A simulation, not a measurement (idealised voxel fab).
Process module under the name voxel wiring stack
Section cut is 280 nm wide and gridded with 5 nm square cells.
For the purposes of this document, a cross-section shall be understood as a grid of square cells, specified as bands listed in top-to-bottom order, each band consisting of one or more rows of cells.
Read a band's entry like this: the first values are the height of its top and the height of its bottom in nm, and what follows is the sequence of materials from left to right, each with its width in nm. Note that "air" is empty space, and that a single material marked "everywhere" reaches across the band from edge to edge.
Basically, 0 is our baseline, since under it the wafer straight out of the box is all one material. The bottom band has no lower end and keeps on going down, so it looks like "0 down".
The width entry "30..40" should be interpreted row by row: the top row of cells in the band takes the first number, the bottom row takes the second number, and the change between adjacent rows is uniform throughout.
No cell of the cross-section changed in a step that is given as "nothing got changed".
So "Enclosed internal voids" is basically the list of trapped voids: any empty space of 8 cells or more that can't reach the top through an opening. They're written width x height at distance, the distance being from the left edge, and it's all nm.
Heads up: the bit after the settings on a step's line is the simulator's remark on that step.
The line of a step may include "overlay nm". On a step with a mask, this value is how far to the right of its planned place the mask lay. A negative value means the mask lay to the left.

## Intended process steps
| 1 | RECEIVE | material Si |
| 2 | CONFORMAL_DEP | material SiO2 | thk nm 10 |
| 3 | DIRECTIONAL_DEP | material TiN | thk nm 5 |
| 4 | DIRECTIONAL_DEP | material W | thk nm 15 |
| 5 | MASKED_ETCH | tone cover | mask id METAL_1 | width nm 25 | pitch nm 40 | etch materials W | depth nm 15 | overlay nm -15 |
| 6 | MASKED_ETCH | tone cover | mask id METAL_1 | width nm 25 | pitch nm 40 | etch materials TiN | depth nm 5 | overlay nm 0 |
| 7 | CONFORMAL_DEP | material SiCN | thk nm 5 |
| 8 | FILL_DEP | material SiO2 | thk nm 5 |
| 9 | CMP | height nm 30 |
| 10 | CONFORMAL_DEP | material SiCN | thk nm 5 |
| 11 | DIRECTIONAL_DEP | material SiO2 | thk nm 20 |
| 12 | DIRECTIONAL_DEP | material aC | thk nm 15 |
| 13 | PATTERN | tone open | mask id PLUG_1 | material resist | width nm 15 | pitch nm 40 | thk nm 35 | overlay nm 0 |
| 14 | DIRECTIONAL_ETCH | etch materials aC | depth nm 15 |
| 15 | STRIP | etch materials resist |
| 16 | DIRECTIONAL_ETCH | etch materials SiO2 | depth nm 20 |
| 17 | DIRECTIONAL_ETCH | etch materials SiCN | depth nm 5 |
| 18 | STRIP | etch materials aC |
| 19 | CONFORMAL_DEP | material TiN | thk nm 5 |
| 20 | FILL_DEP | material Cu | thk nm 5 |
| 21 | CMP | height nm 55 |
| 22 | DIRECTIONAL_DEP | material TiN | thk nm 5 |
| 23 | DIRECTIONAL_DEP | material W | thk nm 15 |
| 24 | DIRECTIONAL_DEP | material aC | thk nm 15 |
| 25 | PATTERN | tone cover | mask id METAL_2 | material resist | width nm 25 | pitch nm 40 | thk nm 35 | overlay nm 0 |
| 26 | DIRECTIONAL_ETCH | etch materials aC | depth nm 15 |
| 27 | STRIP | etch materials resist |
| 28 | DIRECTIONAL_ETCH | etch materials W | depth nm 15 |
| 29 | DIRECTIONAL_ETCH | etch materials TiN | depth nm 5 |
| 30 | STRIP | etch materials aC |
| 31 | CONFORMAL_DEP | material SiN | thk nm 5 |
| 32 | FILL_DEP | material SiO2 | thk nm 5 |
| 33 | CMP | height nm 75 |
| 34 | CONFORMAL_DEP | material SiCN | thk nm 5 |
| 35 | DIRECTIONAL_DEP | material lowk | thk nm 30 |
| 36 | MASKED_ETCH | tone open | mask id METAL_3 | width nm 25 | pitch nm 40 | etch materials lowk | depth nm 20 | overlay nm 0 |
| 37 | DIRECTIONAL_DEP | material aC | thk nm 15 |
| 38 | PATTERN | tone open | mask id METAL_3_HOLES | material resist | width nm 15 | pitch nm 40 | thk nm 35 | overlay nm 0 |
| 39 | DIRECTIONAL_ETCH | etch materials aC | depth nm 15 |
| 40 | STRIP | etch materials resist |
| 41 | DIRECTIONAL_ETCH | etch materials lowk | depth nm 10 |
| 42 | DIRECTIONAL_ETCH | etch materials SiCN | depth nm 5 |
| 43 | STRIP | etch materials aC |
| 44 | CONFORMAL_DEP | material TiN | thk nm 5 |
| 45 | FILL_DEP | material Cu | thk nm 10 |
| 46 | CMP | height nm 110 |
| 47 | CONFORMAL_DEP | material SiCN | thk nm 5 |
| 48 | DIRECTIONAL_DEP | material SiO2 | thk nm 15 |
| 49 | DIRECTIONAL_DEP | material aC | thk nm 15 |
| 50 | PATTERN | tone open | mask id PLUG_3 | material resist | width nm 15 | thk nm 30 | overlay nm 0 |
| 51 | DIRECTIONAL_ETCH | etch materials aC | depth nm 15 |
| 52 | STRIP | etch materials resist |
| 53 | DIRECTIONAL_ETCH | etch materials SiO2 | depth nm 15 |
| 54 | DIRECTIONAL_ETCH | etch materials SiCN | depth nm 5 |
| 55 | STRIP | etch materials aC |
| 56 | CONFORMAL_DEP | material TiN | thk nm 5 |
| 57 | FILL_DEP | material Ru | thk nm 5 |
| 58 | CMP | height nm 130 |
| 59 | DIRECTIONAL_DEP | material TiN | thk nm 5 |
| 60 | DIRECTIONAL_DEP | material Ru | thk nm 25 |
| 61 | DIRECTIONAL_DEP | material aC | thk nm 10 |
| 62 | PATTERN | tone cover | mask id METAL_4 | material resist | width nm 25 | pitch nm 40 | thk nm 25 | overlay nm 0 |
| 63 | DIRECTIONAL_ETCH | etch materials aC | depth nm 10 |
| 64 | STRIP | etch materials resist |
| 65 | DIRECTIONAL_ETCH | etch materials Ru | depth nm 25 |
| 66 | DIRECTIONAL_ETCH | etch materials TiN | depth nm 5 |
| 67 | STRIP | etch materials aC |
| 68 | CONFORMAL_DEP | material SiN | thk nm 5 |
| 69 | FILL_DEP | material lowk | thk nm 10 |
| 70 | CMP | height nm 160 |
| 71 | CONFORMAL_DEP | material SiCN | thk nm 5 |
Wafer-to-wafer difference: overlay nm, step 5. Common start. Plan = first wafer's value.

## Sectional view: first of several wafers, as received, after step 1
	0 down: Si everywhere
	Enclosed internal voids: none

## Here is the cross-section of the first of several wafers at the end of the module, after its last step, step 71
	165 to 160: SiCN everywhere
	160 to 135: 100 nm lowk, 5 nm SiN, 25 nm Ru, 5 nm SiN, 5 nm lowk, 5 nm SiN, 25 nm Ru, 5 nm SiN, 105 nm lowk
	135 to 130: 105 nm SiN, 25 nm TiN, 15 nm SiN, 25 nm TiN, 110 nm SiN
	130 to 115: 105 nm SiO2, 5 nm TiN, 5 nm Ru, 5 nm TiN, 160 nm SiO2
	115 to 110: 105 nm SiCN, 15 nm TiN, 160 nm SiCN
	110 to 95: 105 nm lowk, 5 nm TiN, 15 nm Cu, 5 nm TiN, 15 nm lowk, 5 nm TiN, 15 nm Cu, 5 nm TiN, 110 nm lowk
	95 to 90: 105 nm lowk, 5 nm TiN, 5 nm Cu, 15 nm TiN, 15 nm lowk, 5 nm TiN, 5 nm Cu, 15 nm TiN, 110 nm lowk
	90 to 80: 105 nm lowk, 5 nm TiN, 5 nm Cu, 5 nm TiN, 25 nm lowk, 5 nm TiN, 5 nm Cu, 5 nm TiN, 120 nm lowk
	80 to 75: 105 nm SiCN, 15 nm TiN, 25 nm SiCN, 15 nm TiN, 120 nm SiCN
	75 to 60: 100 nm SiO2, 5 nm SiN, 25 nm W, 5 nm SiN, 5 nm SiO2, 5 nm SiN, 25 nm W, 5 nm SiN, 105 nm SiO2
	60 to 55: 105 nm SiN, 25 nm TiN, 15 nm SiN, 25 nm TiN, 110 nm SiN
	55 to 35: 105 nm SiO2, 5 nm TiN, 5 nm Cu, 5 nm TiN, 25 nm SiO2, 5 nm TiN, 5 nm Cu, 5 nm TiN, 120 nm SiO2
	35 to 30: 105 nm SiCN, 15 nm TiN, 25 nm SiCN, 15 nm TiN, 120 nm SiCN
	30 to 20: 85 nm SiO2, 5 nm SiCN, 25 nm W, 5 nm SiCN, 5 nm SiO2, 5 nm SiCN, 25 nm W, 5 nm SiCN, 120 nm SiO2
	20 to 15: 85 nm SiO2, 5 nm SiCN, 25 nm W, 15 nm SiCN, 25 nm W, 20 nm SiCN, 105 nm SiO2
	15 to 10: 90 nm SiCN, 80 nm TiN, 110 nm SiCN
	10 to 0: SiO2 everywhere
	0 down: Si everywhere
	Enclosed internal voids: none

## End of module, last wafer sectioned
	165 to 160: SiCN everywhere
	160 to 135: 100 nm lowk, 5 nm SiN, 25 nm Ru, 5 nm SiN, 5 nm lowk, 5 nm SiN, 25 nm Ru, 5 nm SiN, 105 nm lowk
	135 to 130: 105 nm SiN, 25 nm TiN, 15 nm SiN, 25 nm TiN, 110 nm SiN
	130 to 115: 105 nm SiO2, 5 nm TiN, 5 nm Ru, 5 nm TiN, 160 nm SiO2
	115 to 110: 105 nm SiCN, 15 nm TiN, 160 nm SiCN
	110 to 95: 105 nm lowk, 5 nm TiN, 15 nm Cu, 5 nm TiN, 15 nm lowk, 5 nm TiN, 15 nm Cu, 5 nm TiN, 110 nm lowk
	95 to 90: 105 nm lowk, 5 nm TiN, 5 nm Cu, 15 nm TiN, 15 nm lowk, 5 nm TiN, 5 nm Cu, 15 nm TiN, 110 nm lowk
	90 to 80: 105 nm lowk, 5 nm TiN, 5 nm Cu, 5 nm TiN, 25 nm lowk, 5 nm TiN, 5 nm Cu, 5 nm TiN, 120 nm lowk
	80 to 75: 105 nm SiCN, 15 nm TiN, 25 nm SiCN, 15 nm TiN, 120 nm SiCN
	75 to 60: 100 nm SiO2, 5 nm SiN, 25 nm W, 5 nm SiN, 5 nm SiO2, 5 nm SiN, 25 nm W, 5 nm SiN, 105 nm SiO2
	60 to 55: 105 nm SiN, 25 nm TiN, 15 nm SiN, 25 nm TiN, 110 nm SiN
	55 to 35: 105 nm SiO2, 5 nm TiN, 5 nm Cu, 5 nm TiN, 25 nm SiO2, 5 nm TiN, 5 nm Cu, 5 nm TiN, 120 nm SiO2
	35 to 30: 105 nm SiCN, 15 nm TiN, 25 nm SiCN, 15 nm TiN, 120 nm SiCN
	30 to 20: 115 nm SiO2, 5 nm SiCN, 25 nm W, 5 nm SiCN, 5 nm SiO2, 5 nm SiCN, 25 nm W, 5 nm SiCN, 90 nm SiO2
	20 to 15: 100 nm SiO2, 20 nm SiCN, 25 nm W, 15 nm SiCN, 25 nm W, 5 nm SiCN, 90 nm SiO2
	15 to 10: 105 nm SiCN, 80 nm TiN, 95 nm SiCN
	10 to 0: SiO2 everywhere
	0 down: Si everywhere
	Enclosed internal voids: none

## Quick key for the table: a row per wafer, taken at the end of the module. For each material it tells you how many cells the wafer gained (+) or lost (-) since it came in, and the closed voids come after
overlay nm -15 | +32 Cu | +53 Ru | +265 SiCN | +124 SiN | +719 SiO2 | +101 TiN | +60 W | +494 lowk | Enclosed internal voids: none
overlay nm -10 | +32 Cu | +53 Ru | +266 SiCN | +124 SiN | +720 SiO2 | +99 TiN | +60 W | +494 lowk | Enclosed internal voids: none
overlay nm -5 | +32 Cu | +53 Ru | +267 SiCN | +124 SiN | +721 SiO2 | +97 TiN | +60 W | +494 lowk | Enclosed internal voids: none
overlay nm 0 | +32 Cu | +53 Ru | +267 SiCN | +124 SiN | +723 SiO2 | +95 TiN | +60 W | +494 lowk | Enclosed internal voids: none
overlay nm 5 | +32 Cu | +53 Ru | +267 SiCN | +124 SiN | +721 SiO2 | +97 TiN | +60 W | +494 lowk | Enclosed internal voids: none
overlay nm 10 | +32 Cu | +53 Ru | +266 SiCN | +124 SiN | +720 SiO2 | +99 TiN | +60 W | +494 lowk | Enclosed internal voids: none
overlay nm 15 | +32 Cu | +53 Ru | +265 SiCN | +124 SiN | +719 SiO2 | +101 TiN | +60 W | +494 lowk | Enclosed internal voids: none
